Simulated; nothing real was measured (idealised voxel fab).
process module | voxel self aligned vias
cross-section cut | 200 nm wide | cells 5 nm
A cross-section is a grid of square cells, given in bands from the top down. A band is one or more rows of cells.
Each band's line starts with the height of the band's top and of its bottom, in nm. Then come its materials from left to right, each with its width in nm. One material with "throughout" fills the band from edge to edge. "air" is empty space.
Height 0 is the level under which the wafer as received is all one material. The lowest band goes on downwards, as in "0 down".
A width such as "30 to 40" changes by the same amount from each row of cells to the next, from the band's top row to its bottom row.
"no change" after a step means that no cell of the cross-section changed.
closed voids: empty space of 8 cells or more with no open way to the top, each as width x height at its distance from the left edge, in nm
after a step's settings: what the simulator itself notes on the step
overlay nm, on a step with a mask: how far to the right of its planned place the mask lay; to the left if negative
plan
1 op RECEIVE | material Si
2 op CONFORMAL_DEP | material SiO2 | thk nm 15
3 op CONFORMAL_DEP | material SiCN | thk nm 5
4 op DIRECTIONAL_DEP | material SiO2 | thk nm 20
5 op DIRECTIONAL_DEP | material aC | thk nm 10
6 op PATTERN | tone open | mask id LINES | material resist | width nm 20 | pitch nm 70 | thk nm 25 | overlay nm 0
7 op DIRECTIONAL_ETCH | etch materials aC | depth nm 10
8 op STRIP | etch materials resist
9 op DIRECTIONAL_ETCH | etch materials SiO2 | depth nm 20
10 op STRIP | etch materials aC
11 op CONFORMAL_DEP | material TiN | thk nm 5
12 op FILL_DEP | material Ru | thk nm 10
13 op CMP | height nm 40
14 op SELECTIVE_ETCH | etch materials W Ru TiN | depth nm 5
15 op FILL_DEP | material SiN | thk nm 10
16 op CMP | height nm 40
17 op DIRECTIONAL_DEP | material SiO2 | thk nm 15
18 op MASKED_ETCH | tone open | mask id VIAS | width nm 40 | etch materials SiO2 | depth nm 15 | overlay nm 0
19 op MASKED_ETCH | tone open | mask id VIAS | width nm 40 | etch materials SiN | depth nm 5 | overlay nm 0
20 op CONFORMAL_DEP | material TiN | thk nm 5
21 op FILL_DEP | material Cu | thk nm 10
22 op CMP | height nm 55
23 op CONFORMAL_DEP | material SiCN | thk nm 5
first wafer, as planned
as received, after step 1
  0 down: Si throughout
  closed voids: none
after step 2
  15 to 0: SiO2 throughout
  below 0: unchanged
after step 3
  20 to 15: SiCN throughout
  below 15: unchanged
after step 4
  40 to 20: SiO2 throughout
  below 20: unchanged
after step 5
  50 to 40: aC throughout
  below 40: unchanged
after step 6
  75 to 50: resist 55 | air 20 | resist 50 | air 20 | resist 55
  below 50: unchanged
after step 7
  65 to 50: resist 55 | air 20 | resist 50 | air 20 | resist 55
  50 to 40: aC 55 | air 20 | aC 50 | air 20 | aC 55
  below 40: unchanged
after step 8
  50 to 40: aC 55 | air 20 | aC 50 | air 20 | aC 55
  below 40: unchanged
after step 9
  50 to 40: aC 55 | air 20 | aC 50 | air 20 | aC 55
  40 to 20: SiO2 55 | air 20 | SiO2 50 | air 20 | SiO2 55
  below 20: unchanged
after step 10
  40 to 20: SiO2 55 | air 20 | SiO2 50 | air 20 | SiO2 55
  below 20: unchanged
after step 11
  45 to 40: TiN 60 | air 10 | TiN 60 | air 10 | TiN 60
  40 to 25: SiO2 55 | TiN 5 | air 10 | TiN 5 | SiO2 50 | TiN 5 | air 10 | TiN 5 | SiO2 55
  25 to 20: SiO2 55 | TiN 20 | SiO2 50 | TiN 20 | SiO2 55
  below 20: unchanged
after step 12
  55 to 45: Ru throughout
  45 to 40: TiN 60 | Ru 10 | TiN 60 | Ru 10 | TiN 60
  40 to 25: SiO2 55 | TiN 5 | Ru 10 | TiN 5 | SiO2 50 | TiN 5 | Ru 10 | TiN 5 | SiO2 55
  below 25: unchanged
after step 13
  40 to 25: SiO2 55 | TiN 5 | Ru 10 | TiN 5 | SiO2 50 | TiN 5 | Ru 10 | TiN 5 | SiO2 55
  below 25: unchanged
after step 14
  40 to 35: SiO2 55 | air 20 | SiO2 50 | air 20 | SiO2 55
  below 35: unchanged
after step 15
  50 to 40: SiN throughout
  40 to 35: SiO2 55 | SiN 20 | SiO2 50 | SiN 20 | SiO2 55
  below 35: unchanged
after step 16
  40 to 35: SiO2 55 | SiN 20 | SiO2 50 | SiN 20 | SiO2 55
  below 35: unchanged
after step 17
  55 to 40: SiO2 throughout
  below 40: unchanged
after step 18
  55 to 40: SiO2 45 | air 40 | SiO2 115
  below 40: unchanged
after step 19
  55 to 40: SiO2 45 | air 40 | SiO2 115
  40 to 35: SiO2 55 | air 20 | SiO2 50 | SiN 20 | SiO2 55
  below 35: unchanged
after step 20
  60 to 55: TiN 50 | air 30 | TiN 120
  55 to 45: SiO2 45 | TiN 5 | air 30 | TiN 5 | SiO2 115
  45 to 40: SiO2 45 | TiN 15 | air 10 | TiN 15 | SiO2 115
  40 to 35: SiO2 55 | TiN 20 | SiO2 50 | SiN 20 | SiO2 55
  below 35: unchanged
after step 21
  70 to 60: Cu throughout
  60 to 55: TiN 50 | Cu 30 | TiN 120
  55 to 45: SiO2 45 | TiN 5 | Cu 30 | TiN 5 | SiO2 115
  45 to 40: SiO2 45 | TiN 15 | Cu 10 | TiN 15 | SiO2 115
  below 40: unchanged
after step 22
  55 to 45: SiO2 45 | TiN 5 | Cu 30 | TiN 5 | SiO2 115
  below 45: unchanged
after step 23
  60 to 55: SiCN throughout
  below 55: unchanged
second wafer: like start, like plan, one mistake. Through step 1 it matches the first wafer
when step 2 should have ended: no change
when step 3 should have ended
  5 to 0: SiCN throughout
  below 0: unchanged
when step 4 should have ended
  25 to 5: SiO2 throughout
  below 5: unchanged
when step 5 should have ended
  35 to 25: aC throughout
  below 25: unchanged
when step 6 should have ended
  60 to 35: resist 55 | air 20 | resist 50 | air 20 | resist 55
  below 35: unchanged
when step 7 should have ended
  50 to 35: resist 55 | air 20 | resist 50 | air 20 | resist 55
  35 to 25: aC 55 | air 20 | aC 50 | air 20 | aC 55
  below 25: unchanged
when step 8 should have ended
  35 to 25: aC 55 | air 20 | aC 50 | air 20 | aC 55
  below 25: unchanged
when step 9 should have ended
  35 to 25: aC 55 | air 20 | aC 50 | air 20 | aC 55
  25 to 5: SiO2 55 | air 20 | SiO2 50 | air 20 | SiO2 55
  below 5: unchanged
when step 10 should have ended
  25 to 5: SiO2 55 | air 20 | SiO2 50 | air 20 | SiO2 55
  below 5: unchanged
when step 11 should have ended
  30 to 25: TiN 60 | air 10 | TiN 60 | air 10 | TiN 60
  25 to 10: SiO2 55 | TiN 5 | air 10 | TiN 5 | SiO2 50 | TiN 5 | air 10 | TiN 5 | SiO2 55
  10 to 5: SiO2 55 | TiN 20 | SiO2 50 | TiN 20 | SiO2 55
  below 5: unchanged
when step 12 should have ended
  40 to 30: Ru throughout
  30 to 25: TiN 60 | Ru 10 | TiN 60 | Ru 10 | TiN 60
  25 to 10: SiO2 55 | TiN 5 | Ru 10 | TiN 5 | SiO2 50 | TiN 5 | Ru 10 | TiN 5 | SiO2 55
  below 10: unchanged
when step 13 should have ended: no change
when step 14 should have ended
  35 to 30: Ru throughout
  below 30: unchanged
when step 15 should have ended
  45 to 35: SiN throughout
  below 35: unchanged
when step 16 should have ended
  40 to 35: SiN throughout
  below 35: unchanged
when step 17 should have ended
  55 to 40: SiO2 throughout
  below 40: unchanged
when step 18 should have ended
  55 to 40: SiO2 45 | air 40 | SiO2 115
  below 40: unchanged
when step 19 should have ended
  55 to 40: SiO2 45 | air 40 | SiO2 115
  40 to 35: SiN 45 | air 40 | SiN 115
  below 35: unchanged
when step 20 should have ended
  60 to 55: TiN 50 | air 30 | TiN 120
  55 to 40: SiO2 45 | TiN 5 | air 30 | TiN 5 | SiO2 115
  40 to 35: SiN 45 | TiN 40 | SiN 115
  below 35: unchanged
when step 21 should have ended
  70 to 60: Cu throughout
  60 to 55: TiN 50 | Cu 30 | TiN 120
  55 to 40: SiO2 45 | TiN 5 | Cu 30 | TiN 5 | SiO2 115
  below 40: unchanged
when step 22 should have ended
  55 to 40: SiO2 45 | TiN 5 | Cu 30 | TiN 5 | SiO2 115
  below 40: unchanged
when step 23 should have ended
  60 to 55: SiCN throughout
  below 55: unchanged
what went wrong: step 2 was left out
at the end the second wafer has, in cells: 4 more of Cu | 48 more of Ru | 28 more of SiN | 120 fewer of SiO2 | 40 more of TiN
